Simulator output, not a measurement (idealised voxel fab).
Herein follows the process module entitled voxel plated lines.
Displayed cross-section: cut, width of 225 nm, square cells sized 5 nm.
Throughout this document, each cross-section is represented as a grid of square cells and is presented as a sequence of bands enumerated from the top downward, where a band comprises one or more rows of cells.
For a band, the entry starts with two heights in nm, that of the top and then that of the bottom, and carries on with the band's materials in order from left to right, each alongside its width in nm; the word "everywhere" beside a single material means it fills the band edge to edge, and "blank" means empty space.
Convention: height 0 is the level below which the wafer, as received, is all one material. The lowest band does not terminate at the bottom but continues downward, represented as "0 and below".
A width such as "30->40" changes by the same amount from each row of cells to the next, from the band's top row to its bottom row.
It should be understood that the words "remained the same", when stated for a given step, signify that the cross-section underwent no change in any of its cells during that step.
"Sealed void inventory" - sealed voids, min. 8 cells, no opening to top; format: width x height at distance (distance from left edge; nm throughout).
If you see something after the settings on a step's line, that's the simulator's own remark about that step.
The "overlay nm" setting may appear on a step's line; for a step that uses a mask, it gives how far to the right of its planned position the mask lay, and a negative value indicates the left.

# This section lists the process steps that were planned
| 1 | RECEIVE with material Si |
| 2 | CONFORMAL_DEP with material Al2O3, thk nm 10 |
| 3 | DIRECTIONAL_DEP with material TiN, thk nm 5 |
| 4 | PATTERN with tone open, mask id LINES, material resist, width nm 15, pitch nm 35, thk nm 40, overlay nm 0 |
| 5 | EPI with material Ru, thk nm 10 |
| 6 | EPI with material Ru, thk nm 5 |
| 7 | EPI with material Ru, thk nm 10 |
| 8 | STRIP with etch materials resist |
| 9 | DIRECTIONAL_ETCH with etch materials TiN, depth nm 5 |
| 10 | CONFORMAL_DEP with material SiN, thk nm 5 |

# Cross-section of the wafer upon arrival, representing the state reached after step 1
  0 and below = Si everywhere
  Sealed void inventory: none

# Here's the cross-section of the first of our two wafers at the end of the module - it ran as planned
  45 down to 40 = 80 of blank  25 of SiN  10 of blank  25 of SiN  85 of blank
  40 down to 15 = 80 of blank  5 of SiN  15 of Ru  5 of SiN  10 of blank  5 of SiN  15 of Ru  5 of SiN  85 of blank
  15 down to 10 = 85 of SiN  15 of TiN  20 of SiN  15 of TiN  90 of SiN
  10 down to 0 = Al2O3 everywhere
  0 and below = Si everywhere
  Sealed void inventory: none

# The second wafer, shown in cross-section after the module: started the same way as the first and given the same plan, yet one mistake crept into how it was run
  45 down to 40 = 90 of SiN  5 of blank  30 of SiN  5 of blank  95 of SiN
  40 down to 15 = 85 of Ru  5 of SiN  5 of blank  5 of SiN  20 of Ru  5 of SiN  5 of blank  5 of SiN  90 of Ru
  15 down to 10 = 85 of TiN  15 of SiN  20 of TiN  15 of SiN  90 of TiN
  10 down to 0 = Al2O3 everywhere
  0 and below = Si everywhere
  Sealed void inventory: none
The mistake made against the process plan was this: step 4 did not use the planned setting and instead ran as PATTERN with tone cover, mask id LINES, material resist, width nm 15, pitch nm 35, thk nm 40, overlay nm 0
The closing comparison, in cells, has the second wafer with more or fewer of some materials than the first: +165 Ru | +33 TiN
